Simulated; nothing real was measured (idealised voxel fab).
The following process module bears the name voxel gate over fins.
In the cross-section labelled cut, the width is 230 nm and each square cell is 5 nm.
If you're reading a cross-section in this doc, picture square cells in a grid; it comes to you as bands, top ones listed first down to the bottom, and a band can be one or more rows of cells. A band entry consists of two parts. The first gives the height of the band's top and the height of its bottom, in nm. The rest lists the band's materials from left to right, each with its width in nm. A single material labelled with the word "all across" fills the band from edge to edge, and the word "empty" marks empty space. Height datum 0, below which the as-received substrate wafer is one material. Lowest band open at the bottom, running downward: "0 and below". You'd read "30..40" like this: the band's top row of cells is as wide as the first number, its bottom row is as wide as the second, and going down, every row changes width by the same amount as the row before did. "no alteration" means the step left every cell of the cross-section as it was. "Closed void entries" enumerates empty spaces isolated from the top, with no open way to it, that contain at least 8 cells, giving each as width x height at distance from the left edge, all three in nm. Post-settings text on a step line: simulator's own remark regarding the step. overlay nm: mask right of planned place by this much (step with mask). Neg. = left.

Below is the list of planned process steps:
- 1: RECEIVE,material Si
- 2: CONFORMAL_DEP,material SiN,thk nm 10
- 3: MASKED_ETCH,tone cover,mask id FINS,width nm 15,pitch nm 40,etch materials SiN,depth nm 10,overlay nm 0
- 4: MASKED_ETCH,tone cover,mask id FINS,width nm 15,pitch nm 40,etch materials Si,depth nm 35,overlay nm 0
- 5: FILL_DEP,material SiO2,thk nm 15
- 6: CMP,height nm 10
- 7: SELECTIVE_ETCH,etch materials SiO2,depth nm 20
- 8: STRIP,etch materials SiN
- 9: CONFORMAL_DEP,material HfO2,thk nm 5
- 10: CONFORMAL_DEP,material TiN,thk nm 5
- 11: CONFORMAL_DEP,material TiAl,thk nm 5
- 12: CONFORMAL_DEP,material TiN,thk nm 5
- 13: FILL_DEP,material W,thk nm 15
- 14: CMP,height nm 30
- 15: CONFORMAL_DEP,material SiCN,thk nm 5
It is noted that the wafers described herein are identical at the outset and are distinguished by the width nm of step 4; the value stated in the plan corresponds to the first wafer.

First of several wafers (as received, post step 1), cross-sectional view:
> 0 and below = Si all across
> Closed void entries: none

Quick key for the table: a row per wafer, taken at the end of the module. For each material it tells you how many cells the wafer gained (+) or lost (-) since it came in, and the closed voids come after:
width nm 15 | +62 HfO2 | -238 Si | +46 SiCN | +170 SiO2 | +56 TiAl | +112 TiN | +114 W | Closed void entries: none
width nm 20 | +62 HfO2 | -210 Si | +46 SiCN | +150 SiO2 | +50 TiAl | +112 TiN | +112 W | Closed void entries: none
width nm 25 | +62 HfO2 | -182 Si | +46 SiCN | +130 SiO2 | +50 TiAl | +106 TiN | +110 W | Closed void entries: none
